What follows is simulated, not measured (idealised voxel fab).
Module name: voxel lift off (process module)
Displayed cross-section: cut, width of 270 nm, square cells sized 5 nm.
Format of a cross-section: grid, square cells. Given as bands. Order: top down. Band: one or more rows of cells.
The entry gives the band's vertical extent as a top height and a bottom height in nm, then its horizontal make-up as materials from left to right, each with a width in nm. "empty" stands for empty space; a single material marked "throughout" fills the band edge to edge.
Height datum 0, below which the as-received substrate wafer is one material. Lowest band open at the bottom, running downward: "0 and below".
You'd read "30 to 40" like this: the band's top row of cells is as wide as the first number, its bottom row is as wide as the second, and going down, every row changes width by the same amount as the row before did.
Reading "all unchanged" for a step: not a cell of the cross-section changed in it.
"Unvented cavities" lists enclosed empty spaces (at least 8 cells, no open path upward to the top), each as width x height at distance from the left edge, in nm.
Heads up: the bit after the settings on a step's line is the simulator's remark on that step.
The setting "overlay nm" may be written on the line of a step. When the step uses a mask, the value reports how far to the right of the planned place the mask lay, and a negative value reports that it lay to the left.

## Intended process steps
1) RECEIVE | material Si
2) CONFORMAL_DEP | material SiO2 | thk nm 5
3) PATTERN | tone open | mask id LINES | material resist | width nm 15 | pitch nm 45 | thk nm 30 | overlay nm 0
4) DIRECTIONAL_DEP | material Ru | thk nm 15
5) STRIP | etch materials resist
6) CONFORMAL_DEP | material SiCN | thk nm 5

## Of two wafers, the first: run according to plan

## As-received state of the wafer in cross-section, equivalent to post-step 1
- 0 and below | Si throughout
- Unvented cavities: none

## The wafer in cross-section once step 2 is complete
- 5 down to 0 | SiO2 throughout
- Below 0 it's all the same as before, nothing changed down there.

## The wafer in cross-section once step 3 is complete
- 35 down to 5 | resist (80), then empty (15), then resist (30), then empty (15), then resist (30), then empty (15), then resist (85)
- Below 5 it's all the same as before, nothing changed down there.

## The wafer in cross-section once step 4 is complete
- 50 down to 35 | Ru (80), then empty (15), then Ru (30), then empty (15), then Ru (30), then empty (15), then Ru (85)
- 35 down to 20 | resist (80), then empty (15), then resist (30), then empty (15), then resist (30), then empty (15), then resist (85)
- 20 down to 5 | resist (80), then Ru (15), then resist (30), then Ru (15), then resist (30), then Ru (15), then resist (85)
- Below 5 it's all the same as before, nothing changed down there.

## The wafer in cross-section once step 5 is complete
- 20 down to 5 | empty (80), then Ru (15), then empty (30), then Ru (15), then empty (30), then Ru (15), then empty (85)
- Below 5 it's all the same as before, nothing changed down there.

## The wafer in cross-section once step 6 is complete
- 25 down to 20 | empty (75), then SiCN (25), then empty (20), then SiCN (25), then empty (20), then SiCN (25), then empty (80)
- 20 down to 10 | empty (75), then SiCN (5), then Ru (15), then SiCN (5), then empty (20), then SiCN (5), then Ru (15), then SiCN (5), then empty (20), then SiCN (5), then Ru (15), then SiCN (5), then empty (80)
- 10 down to 5 | SiCN (80), then Ru (15), then SiCN (30), then Ru (15), then SiCN (30), then Ru (15), then SiCN (85)
- Below 5 it's all the same as before, nothing changed down there.

## The second wafer began exactly as the first did and followed the same plan, but one mistake was made while running it; through step 2 inclusive, the two wafers are identical

## Second wafer, cut view, end of step 3 per plan
- 35 down to 5 | empty (80), then resist (15), then empty (30), then resist (15), then empty (30), then resist (15), then empty (85)
- Below 5 it's all the same as before, nothing changed down there.

## Second wafer, cut view, end of step 4 per plan
- 50 down to 35 | empty (80), then Ru (15), then empty (30), then Ru (15), then empty (30), then Ru (15), then empty (85)
- 35 down to 20 | empty (80), then resist (15), then empty (30), then resist (15), then empty (30), then resist (15), then empty (85)
- 20 down to 5 | Ru (80), then resist (15), then Ru (30), then resist (15), then Ru (30), then resist (15), then Ru (85)
- Below 5 it's all the same as before, nothing changed down there.

## Second wafer, cut view, end of step 5 per plan
- 20 down to 5 | Ru (80), then empty (15), then Ru (30), then empty (15), then Ru (30), then empty (15), then Ru (85)
- Below 5 it's all the same as before, nothing changed down there.

## Second wafer, cut view, end of step 6 per plan
- 25 down to 20 | SiCN (85), then empty (5), then SiCN (40), then empty (5), then SiCN (40), then empty (5), then SiCN (90)
- 20 down to 10 | Ru (80), then SiCN (5), then empty (5), then SiCN (5), then Ru (30), then SiCN (5), then empty (5), then SiCN (5), then Ru (30), then SiCN (5), then empty (5), then SiCN (5), then Ru (85)
- 10 down to 5 | Ru (80), then SiCN (15), then Ru (30), then SiCN (15), then Ru (30), then SiCN (15), then Ru (85)
- Below 5 it's all the same as before, nothing changed down there.
Where did the run depart from the plan? step 3 ran with different settings than intended, the actual operation and settings being PATTERN | tone cover | mask id LINES | material resist | width nm 15 | pitch nm 45 | thk nm 30 | overlay nm 0
Final cells, second wafer relative to first, materials higher or lower: 108 more of Ru
